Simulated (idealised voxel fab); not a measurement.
The name of this process module is voxel spacer lines.
Cross-section cut spans 195 nm and uses square cells 5 nm in size.
Reading order for cross-sections: top band down to bottom band. Underlying form: a grid of square cells. Band size: one or more rows of cells.
Top height, bottom height, nm. Materials left to right, width each, nm. Single material + "full width" = fills band edge to edge. "blank" = empty.
For the purposes of this specification, 0 denotes the height below which the wafer in its as-received condition is composed wholly of one material, and the lowermost band, lacking a lower limit, extends downward without end, as expressed in "from 0 down".
Width: "30 to 40" (first number = top row, second number = bottom row, same change from row to row of cells).
Any step labelled "nothing changed" changed none of the cells in the cross-section.
Any empty space of 8 cells or more lacking an open way to the top shows up in "Closed void roster" as width x height at distance, distance from the left edge, in nm.
Whatever follows a step's settings on its line is a remark the simulator itself makes about that step.
You can add "overlay nm" to a step's line. For a step with a mask, it describes how far the mask lay to the right of its planned position, and a negative number describes a lay to the left.
-- Process steps (planned)
1: RECEIVE, material Si
2: CONFORMAL_DEP, material SiO2, thk nm 10
3: DIRECTIONAL_DEP, material polySi, thk nm 10
4: DIRECTIONAL_DEP, material aC, thk nm 30
5: PATTERN, tone cover, mask id MANDREL, material resist, width nm 25, pitch nm 70, thk nm 35, overlay nm 0
6: DIRECTIONAL_ETCH, etch materials aC, depth nm 30
7: STRIP, etch materials resist
8: CONFORMAL_DEP, material SiN, thk nm 10
9: DIRECTIONAL_ETCH, etch materials SiN, depth nm 10
10: STRIP, etch materials aC
11: DIRECTIONAL_ETCH, etch materials polySi, depth nm 10
12: STRIP, etch materials SiN
-- First of two wafers: run as planned
-- Incoming wafer, cross-sectional view, post step 1
- from 0 down  Si full width
- Closed void roster: none
-- Once step 2 is through, the wafer looks like this in cross-section
- from 10 to 0  SiO2 full width
- For the remainder of the cross-section, below 0, there is no change.
-- Once step 3 is through, the wafer looks like this in cross-section
- from 20 to 10  polySi full width
- For the remainder of the cross-section, below 10, there is no change.
-- Once step 4 is through, the wafer looks like this in cross-section
- from 50 to 20  aC full width
- For the remainder of the cross-section, below 20, there is no change.
-- Once step 5 is through, the wafer looks like this in cross-section
- from 85 to 50  blank 15  resist 25  blank 45  resist 25  blank 45  resist 25  blank 15
- For the remainder of the cross-section, below 50, there is no change.
-- Once step 6 is through, the wafer looks like this in cross-section
- from 55 to 50  blank 15  resist 25  blank 45  resist 25  blank 45  resist 25  blank 15
- from 50 to 20  blank 15  aC 25  blank 45  aC 25  blank 45  aC 25  blank 15
- For the remainder of the cross-section, below 20, there is no change.
-- Once step 7 is through, the wafer looks like this in cross-section
- from 50 to 20  blank 15  aC 25  blank 45  aC 25  blank 45  aC 25  blank 15
- For the remainder of the cross-section, below 20, there is no change.
-- Once step 8 is through, the wafer looks like this in cross-section
- from 60 to 50  blank 5  SiN 45  blank 25  SiN 45  blank 25  SiN 45  blank 5
- from 50 to 30  blank 5  SiN 10  aC 25  SiN 10  blank 25  SiN 10  aC 25  SiN 10  blank 25  SiN 10  aC 25  SiN 10  blank 5
- from 30 to 20  SiN 15  aC 25  SiN 45  aC 25  SiN 45  aC 25  SiN 15
- For the remainder of the cross-section, below 20, there is no change.
-- Once step 9 is through, the wafer looks like this in cross-section
- from 50 to 20  blank 5  SiN 10  aC 25  SiN 10  blank 25  SiN 10  aC 25  SiN 10  blank 25  SiN 10  aC 25  SiN 10  blank 5
- For the remainder of the cross-section, below 20, there is no change.
-- Once step 10 is through, the wafer looks like this in cross-section
- from 50 to 20  blank 5  SiN 10  blank 25  SiN 10  blank 25  SiN 10  blank 25  SiN 10  blank 25  SiN 10  blank 25  SiN 10  blank 5
- For the remainder of the cross-section, below 20, there is no change.
-- Once step 11 is through, the wafer looks like this in cross-section
- from 50 to 20  blank 5  SiN 10  blank 25  SiN 10  blank 25  SiN 10  blank 25  SiN 10  blank 25  SiN 10  blank 25  SiN 10  blank 5
- from 20 to 10  blank 5  polySi 10  blank 25  polySi 10  blank 25  polySi 10  blank 25  polySi 10  blank 25  polySi 10  blank 25  polySi 10  blank 5
- For the remainder of the cross-section, below 10, there is no change.
-- Once step 12 is through, the wafer looks like this in cross-section
- from 20 to 10  blank 5  polySi 10  blank 25  polySi 10  blank 25  polySi 10  blank 25  polySi 10  blank 25  polySi 10  blank 25  polySi 10  blank 5
- For the remainder of the cross-section, below 10, there is no change.
-- Wafer two: like wafer one in start and plan, but with one mistake in execution; identical up to and including step 9
-- Second wafer shown in cross-section at the time step 10 was slated to end
- from 50 to 20  blank 5  SiN 10  blank 25  SiN 10  blank 25  SiN 10  blank 25  SiN 10  blank 25  SiN 10  blank 25  SiN 10  blank 5
- For the remainder of the cross-section, below 20, there is no change.
-- Second wafer shown in cross-section at the time step 11 was slated to end
- from 50 to 20  blank 5  SiN 10  blank 25  SiN 10  blank 25  SiN 10  blank 25  SiN 10  blank 25  SiN 10  blank 25  SiN 10  blank 5
- from 20 to 10  blank 5  polySi 10  blank 25  polySi 10  blank 25  polySi 10  blank 25  polySi 10  blank 25  polySi 10  blank 25  polySi 10  blank 5
- For the remainder of the cross-section, below 10, there is no change.
-- Second wafer shown in cross-section at the time step 12 was slated to end
- from 20 to 10  blank 5  polySi 10  blank 25  polySi 10  blank 25  polySi 10  blank 25  polySi 10  blank 25  polySi 10  blank 25  polySi 10  blank 5
- For the remainder of the cross-section, below 10, there is no change.
What was the processing mistake? plan step 10 was conducted twice
Outcome: the two wafer cross-sections end up identical, and the model's computation is unaffected by the mistake.
